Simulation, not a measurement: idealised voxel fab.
process module | voxel ribs on slabs
cross-section cut | 180 nm wide | cells 5 nm
A cross-section is a grid of square cells, given in bands from the top down. A band is one or more rows of cells.
Each band's line starts with the height of the band's top and of its bottom, in nm. Then come its materials from left to right, each with its width in nm. One material with "throughout" fills the band from edge to edge. "air" is empty space.
Height 0 is the level under which the wafer as received is all one material. The lowest band goes on downwards, as in "0 down".
A width such as "30 to 40" changes by the same amount from each row of cells to the next, from the band's top row to its bottom row.
"no change" after a step means that no cell of the cross-section changed.
closed voids: empty space of 8 cells or more with no open way to the top, each as width x height at its distance from the left edge, in nm
after a step's settings: what the simulator itself notes on the step
overlay nm, on a step with a mask: how far to the right of its planned place the mask lay; to the left if negative
plan
1 op RECEIVE | material Si
2 op DIRECTIONAL_DEP | material SiO2 | thk nm 25
3 op DIRECTIONAL_DEP | material polySi | thk nm 15
4 op MASKED_ETCH | tone cover | mask id RIB | width nm 20 | etch materials polySi | depth nm 10 | overlay nm 0
5 op PATTERN | tone cover | mask id SLAB | material resist | width nm 80 | thk nm 15 | overlay nm 0
6 op DIRECTIONAL_ETCH | etch materials polySi | depth nm 5
7 op STRIP | etch materials resist
8 op FILL_DEP | material SiO2 | thk nm 20
9 op CMP | height nm 50
10 op DIRECTIONAL_DEP | material W | thk nm 5
11 op PATTERN | tone cover | mask id HEATER | material resist | width nm 30 | thk nm 20 | overlay nm 0
12 op DIRECTIONAL_ETCH | etch materials W | depth nm 5
13 op STRIP | etch materials resist
14 op CONFORMAL_DEP | material SiN | thk nm 10
as received, after step 1
  0 down: Si throughout
  closed voids: none
first wafer at the end, as planned
  65 to 60: air 65 | SiN 50 | air 65
  60 to 55: SiN throughout
  55 to 50: SiN 75 | W 30 | SiN 75
  50 to 40: SiO2 throughout
  40 to 30: SiO2 80 | polySi 20 | SiO2 80
  30 to 25: SiO2 50 | polySi 80 | SiO2 50
  25 to 0: SiO2 throughout
  0 down: Si throughout
  closed voids: none
second wafer at the end: like start, like plan, one mistake
  65 to 60: air 65 | SiN 50 | air 65
  60 to 55: SiN throughout
  55 to 50: SiN 75 | W 30 | SiN 75
  50 to 15: SiO2 throughout
  15 to 0: polySi throughout
  0 down: Si throughout
  closed voids: none
what went wrong: steps 2 and 3 were swapped
at the end the second wafer has, in cells: 84 fewer of SiO2 | 84 more of polySi
